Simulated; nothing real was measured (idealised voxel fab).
process module | voxel self aligned vias
The width of the displayed cross-section, cut, is 270 nm; its cells are square, with a size of 5 nm.
Notation: cross-section as square-cell grid; stated in bands, top first, going down; one or more cell rows per band. Band: top and bottom heights (nm) first, top before bottom; then materials from left to right, widths in nm. "everywhere" marks a sole material filling the band edge to edge. "empty" denotes empty space. Heads up on the height convention: 0 is the point under which the incoming wafer is all one material, and the lowest band has no bottom, it just keeps going down, like "0 nm and below". Width "30..40": first value at the band's top row of cells, second value at its bottom row, equal change from row to row. Take "same as before" at face value: in the step it is given for, the cross-section changed in none of its cells. Enclosed voids (no open way to top), threshold 8 cells or more, entry "Fully sealed cavities", notation width x height at distance, distance from left edge, nm. Whatever follows a step's settings on its line is a remark the simulator itself makes about that step. When a step includes a mask, the "overlay nm" setting on its line states how far to the right of its planned place that mask lay, and negative values state how far to the left.

Steps in the process plan
1 RECEIVE, material Si
2 CONFORMAL_DEP, material SiO2, thk nm 15
3 CONFORMAL_DEP, material SiCN, thk nm 5
4 DIRECTIONAL_DEP, material SiO2, thk nm 30
5 PATTERN, tone open, mask id LINES, material resist, width nm 25, pitch nm 50, thk nm 15, overlay nm 0
6 DIRECTIONAL_ETCH, etch materials SiO2, depth nm 30
7 STRIP, etch materials resist
8 CONFORMAL_DEP, material TiN, thk nm 5
9 FILL_DEP, material Ru, thk nm 10
10 CMP, height nm 50
11 SELECTIVE_ETCH, etch materials W Ru TiN, depth nm 5
12 FILL_DEP, material SiN, thk nm 5
13 CMP, height nm 50
14 DIRECTIONAL_DEP, material SiO2, thk nm 20
15 MASKED_ETCH, tone open, mask id VIAS, width nm 35, pitch nm 100, etch materials SiO2, depth nm 20, overlay nm 0
16 MASKED_ETCH, tone open, mask id VIAS, width nm 35, pitch nm 100, etch materials SiN, depth nm 5, overlay nm 0
17 CONFORMAL_DEP, material TiN, thk nm 5
18 FILL_DEP, material Cu, thk nm 5
19 CMP, height nm 70
20 CONFORMAL_DEP, material SiN, thk nm 5
varied across the wafers: thk nm of step 17. The plan shows the first wafer's value. All wafers start alike

First of several wafers, received after step 1, in cross-section
> 0 nm and below = Si everywhere
> Fully sealed cavities: none

First of several wafers: cross-section at the end of the module, after step 20, its last step
> 75 nm to 70 nm = SiN everywhere
> 70 nm to 55 nm = SiO2: 65; TiN: 5; Cu: 25; TiN: 5; SiO2: 65; TiN: 5; Cu: 25; TiN: 5; SiO2: 70
> 55 nm to 50 nm = SiO2: 65; TiN: 10; Cu: 15; TiN: 10; SiO2: 65; TiN: 10; Cu: 15; TiN: 10; SiO2: 70
> 50 nm to 45 nm = SiO2: 70; TiN: 25; SiO2: 25; SiN: 25; SiO2: 25; TiN: 25; SiO2: 75
> 45 nm to 25 nm = SiO2: 70; TiN: 5; Ru: 15; TiN: 5; SiO2: 25; TiN: 5; Ru: 15; TiN: 5; SiO2: 25; TiN: 5; Ru: 15; TiN: 5; SiO2: 75
> 25 nm to 20 nm = SiO2: 70; TiN: 25; SiO2: 25; TiN: 25; SiO2: 25; TiN: 25; SiO2: 75
> 20 nm to 15 nm = SiCN everywhere
> 15 nm to 0 nm = SiO2 everywhere
> 0 nm and below = Si everywhere
> Fully sealed cavities: none

Final wafer cross-section at module end
> 75 nm to 70 nm = SiN everywhere
> 70 nm to 50 nm = SiO2: 65; TiN: 35; SiO2: 65; TiN: 35; SiO2: 70
> 50 nm to 45 nm = SiO2: 70; TiN: 25; SiO2: 25; SiN: 25; SiO2: 25; TiN: 25; SiO2: 75
> 45 nm to 25 nm = SiO2: 70; TiN: 5; Ru: 15; TiN: 5; SiO2: 25; TiN: 5; Ru: 15; TiN: 5; SiO2: 25; TiN: 5; Ru: 15; TiN: 5; SiO2: 75
> 25 nm to 20 nm = SiO2: 70; TiN: 25; SiO2: 25; TiN: 25; SiO2: 25; TiN: 25; SiO2: 75
> 20 nm to 15 nm = SiCN everywhere
> 15 nm to 0 nm = SiO2 everywhere
> 0 nm and below = Si everywhere
> Fully sealed cavities: none

End of module, by wafer: material-by-material cell gain (+) or loss (-) since receipt, then closed voids
thk nm 5; +36 Cu; +36 Ru; +54 SiCN; +59 SiN; +556 SiO2; +69 TiN; Fully sealed cavities: none
thk nm 10; +14 Cu; +36 Ru; +54 SiCN; +59 SiN; +556 SiO2; +91 TiN; Fully sealed cavities: none
thk nm 15; +2 Cu; +36 Ru; +54 SiCN; +59 SiN; +556 SiO2; +103 TiN; Fully sealed cavities: none
thk nm 20; +36 Ru; +54 SiCN; +59 SiN; +556 SiO2; +105 TiN; Fully sealed cavities: none
